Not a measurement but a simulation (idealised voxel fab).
Herein follows the process module entitled voxel air gaps.
cross-section cut | 240 nm wide | cells 5 nm
If you're reading a cross-section in this doc, picture square cells in a grid; it comes to you as bands, top ones listed first down to the bottom, and a band can be one or more rows of cells.
Band: top and bottom heights (nm) first, top before bottom; then materials from left to right, widths in nm. "everywhere" marks a sole material filling the band edge to edge. "blank" denotes empty space.
A quick word on heights: they are counted from 0, and under that level the wafer as it came to us is one material throughout. The lowest band is different from the rest in having no bottom; it simply continues downward, written as in "top 0, no bottom".
So if you see something like "30..40" for the width, read it as the top row of the band sitting at the first number and the bottom row at the second, with every row in between moving by the same amount as the last.
Take "no change occurred" at face value: in the step it is given for, the cross-section changed in none of its cells.
Basically, "Closed voids list" tells you about the enclosed voids: empty spaces with no open way to the top, 8 cells or bigger, each written width x height at distance, where distance is from the left edge, all in nm.
Past the settings on a step's line: simulator remark, on that step.
Each step line may optionally specify "overlay nm", which for a step with a mask gives the rightward distance between the mask's planned place and where it lay, a negative value indicating the leftward direction.
## So here's the lineup of process steps we planned
1) RECEIVE: material Si
2) CONFORMAL_DEP: material SiO2, thk nm 15
3) CONFORMAL_DEP: material SiN, thk nm 5
4) DIRECTIONAL_DEP: material SiO2, thk nm 30
5) MASKED_ETCH: tone open, mask id LINES, width nm 25, pitch nm 55, etch materials SiO2, depth nm 30, overlay nm 0
6) CONFORMAL_DEP: material TiN, thk nm 5
7) FILL_DEP: material W, thk nm 5
8) CMP: height nm 50
9) EPI: material Ru, thk nm 10
10) SELECTIVE_ETCH: etch materials SiO2, depth nm 40
11) CONFORMAL_DEP: material SiN, thk nm 5
## On the first of the two wafers: run conducted according to plan
## So this is the incoming wafer in cross-section - it's already been through step 1
- top 0, no bottom | Si everywhere
- Closed voids list: none
## Take a look at the wafer's cross-section after step 2
- top 15, bottom 0 | SiO2 everywhere
- Under 0: no change, same as before.
## Take a look at the wafer's cross-section after step 3
- top 20, bottom 15 | SiN everywhere
- Under 15: no change, same as before.
## Take a look at the wafer's cross-section after step 4
- top 50, bottom 20 | SiO2 everywhere
- Under 20: no change, same as before.
## Take a look at the wafer's cross-section after step 5
- top 50, bottom 20 | 50 of SiO2 / 25 of blank / 30 of SiO2 / 25 of blank / 30 of SiO2 / 25 of blank / 55 of SiO2
- Under 20: no change, same as before.
## Take a look at the wafer's cross-section after step 6
- top 55, bottom 50 | 55 of TiN / 15 of blank / 40 of TiN / 15 of blank / 40 of TiN / 15 of blank / 60 of TiN
- top 50, bottom 25 | 50 of SiO2 / 5 of TiN / 15 of blank / 5 of TiN / 30 of SiO2 / 5 of TiN / 15 of blank / 5 of TiN / 30 of SiO2 / 5 of TiN / 15 of blank / 5 of TiN / 55 of SiO2
- top 25, bottom 20 | 50 of SiO2 / 25 of TiN / 30 of SiO2 / 25 of TiN / 30 of SiO2 / 25 of TiN / 55 of SiO2
- Under 20: no change, same as before.
## Take a look at the wafer's cross-section after step 7
- top 60, bottom 55 | W everywhere
- top 55, bottom 50 | 55 of TiN / 15 of W / 40 of TiN / 15 of W / 40 of TiN / 15 of W / 60 of TiN
- top 50, bottom 25 | 50 of SiO2 / 5 of TiN / 15 of W / 5 of TiN / 30 of SiO2 / 5 of TiN / 15 of W / 5 of TiN / 30 of SiO2 / 5 of TiN / 15 of W / 5 of TiN / 55 of SiO2
- Under 25: no change, same as before.
## Take a look at the wafer's cross-section after step 8
- top 50, bottom 25 | 50 of SiO2 / 5 of TiN / 15 of W / 5 of TiN / 30 of SiO2 / 5 of TiN / 15 of W / 5 of TiN / 30 of SiO2 / 5 of TiN / 15 of W / 5 of TiN / 55 of SiO2
- Under 25: no change, same as before.
## Take a look at the wafer's cross-section after step 9
- top 60, bottom 50 | 40 of blank / 45 of Ru / 10 of blank / 45 of Ru / 10 of blank / 45 of Ru / 45 of blank
- Under 50: no change, same as before.
## Take a look at the wafer's cross-section after step 10
- top 60, bottom 50 | 40 of blank / 45 of Ru / 10 of blank / 45 of Ru / 10 of blank / 45 of Ru / 45 of blank
- top 50, bottom 25 | 50 of blank / 5 of TiN / 15 of W / 5 of TiN / 30 of blank / 5 of TiN / 15 of W / 5 of TiN / 30 of blank / 5 of TiN / 15 of W / 5 of TiN / 55 of blank
- top 25, bottom 20 | 50 of blank / 25 of TiN / 30 of blank / 25 of TiN / 30 of blank / 25 of TiN / 55 of blank
- Under 20: no change, same as before.
## Take a look at the wafer's cross-section after step 11
- top 65, bottom 60 | 35 of blank / 165 of SiN / 40 of blank
- top 60, bottom 50 | 35 of blank / 5 of SiN / 45 of Ru / 10 of SiN / 45 of Ru / 10 of SiN / 45 of Ru / 5 of SiN / 40 of blank
- top 50, bottom 45 | 35 of blank / 15 of SiN / 5 of TiN / 15 of W / 5 of TiN / 30 of SiN / 5 of TiN / 15 of W / 5 of TiN / 30 of SiN / 5 of TiN / 15 of W / 5 of TiN / 15 of SiN / 40 of blank
- top 45, bottom 25 | 45 of blank / 5 of SiN / 5 of TiN / 15 of W / 5 of TiN / 5 of SiN / 20 of blank / 5 of SiN / 5 of TiN / 15 of W / 5 of TiN / 5 of SiN / 20 of blank / 5 of SiN / 5 of TiN / 15 of W / 5 of TiN / 5 of SiN / 50 of blank
- top 25, bottom 20 | 50 of SiN / 25 of TiN / 30 of SiN / 25 of TiN / 30 of SiN / 25 of TiN / 55 of SiN
- Under 20: no change, same as before.
- Closed voids list: 20 x 20 at 80; 20 x 20 at 135
## The Second Wafer: Common Origin and Plan, One Mistake in Execution, Identical to the First Through Step 4
## What the second wafer looks like in cross-section when step 5 should have wrapped up
- top 50, bottom 20 | 50 of blank / 25 of SiO2 / 30 of blank / 25 of SiO2 / 30 of blank / 25 of SiO2 / 55 of blank
- Under 20: no change, same as before.
## What the second wafer looks like in cross-section when step 6 should have wrapped up
- top 55, bottom 50 | 45 of blank / 35 of TiN / 20 of blank / 35 of TiN / 20 of blank / 35 of TiN / 50 of blank
- top 50, bottom 25 | 45 of blank / 5 of TiN / 25 of SiO2 / 5 of TiN / 20 of blank / 5 of TiN / 25 of SiO2 / 5 of TiN / 20 of blank / 5 of TiN / 25 of SiO2 / 5 of TiN / 50 of blank
- top 25, bottom 20 | 50 of TiN / 25 of SiO2 / 30 of TiN / 25 of SiO2 / 30 of TiN / 25 of SiO2 / 55 of TiN
- Under 20: no change, same as before.
## What the second wafer looks like in cross-section when step 7 should have wrapped up
- top 60, bottom 55 | W everywhere
- top 55, bottom 50 | 45 of W / 35 of TiN / 20 of W / 35 of TiN / 20 of W / 35 of TiN / 50 of W
- top 50, bottom 25 | 45 of W / 5 of TiN / 25 of SiO2 / 5 of TiN / 20 of W / 5 of TiN / 25 of SiO2 / 5 of TiN / 20 of W / 5 of TiN / 25 of SiO2 / 5 of TiN / 50 of W
- Under 25: no change, same as before.
## What the second wafer looks like in cross-section when step 8 should have wrapped up
- top 50, bottom 25 | 45 of W / 5 of TiN / 25 of SiO2 / 5 of TiN / 20 of W / 5 of TiN / 25 of SiO2 / 5 of TiN / 20 of W / 5 of TiN / 25 of SiO2 / 5 of TiN / 50 of W
- Under 25: no change, same as before.
## What the second wafer looks like in cross-section when step 9 should have wrapped up
- top 60, bottom 50 | 60 of Ru / 5 of blank / 50 of Ru / 5 of blank / 50 of Ru / 5 of blank / 65 of Ru
- Under 50: no change, same as before.
## What the second wafer looks like in cross-section when step 10 should have wrapped up
- top 60, bottom 50 | 60 of Ru / 5 of blank / 50 of Ru / 5 of blank / 50 of Ru / 5 of blank / 65 of Ru
- top 50, bottom 25 | 45 of W / 5 of TiN / 25 of blank / 5 of TiN / 20 of W / 5 of TiN / 25 of blank / 5 of TiN / 20 of W / 5 of TiN / 25 of blank / 5 of TiN / 50 of W
- top 25, bottom 20 | 50 of TiN / 25 of blank / 30 of TiN / 25 of blank / 30 of TiN / 25 of blank / 55 of TiN
- Under 20: no change, same as before.
## What the second wafer looks like in cross-section when step 11 should have wrapped up
- top 65, bottom 60 | SiN everywhere
- top 60, bottom 50 | 60 of Ru / 5 of SiN / 50 of Ru / 5 of SiN / 50 of Ru / 5 of SiN / 65 of Ru
- top 50, bottom 45 | 45 of W / 5 of TiN / 25 of SiN / 5 of TiN / 20 of W / 5 of TiN / 25 of SiN / 5 of TiN / 20 of W / 5 of TiN / 25 of SiN / 5 of TiN / 50 of W
- top 45, bottom 25 | 45 of W / 5 of TiN / 5 of SiN / 15 of blank / 5 of SiN / 5 of TiN / 20 of W / 5 of TiN / 5 of SiN / 15 of blank / 5 of SiN / 5 of TiN / 20 of W / 5 of TiN / 5 of SiN / 15 of blank / 5 of SiN / 5 of TiN / 50 of W
- top 25, bottom 20 | 50 of TiN / 25 of SiN / 30 of TiN / 25 of SiN / 30 of TiN / 25 of SiN / 55 of TiN
- Under 20: no change, same as before.
- Closed voids list: 15 x 20 at 55; 15 x 20 at 110; 15 x 20 at 165
What went wrong in running the wafer? step 5: run off-plan, actual operation and settings MASKED_ETCH: tone cover, mask id LINES, width nm 25, pitch nm 55, etch materials SiO2, depth nm 30, overlay nm 0
End check, counted in cells, second wafer has more or fewer of these materials than the first: 36 more of Ru | 12 fewer of SiN | 18 more of TiN | 90 more of W
closed voids at the end (first wafer, second wafer): 2, 3
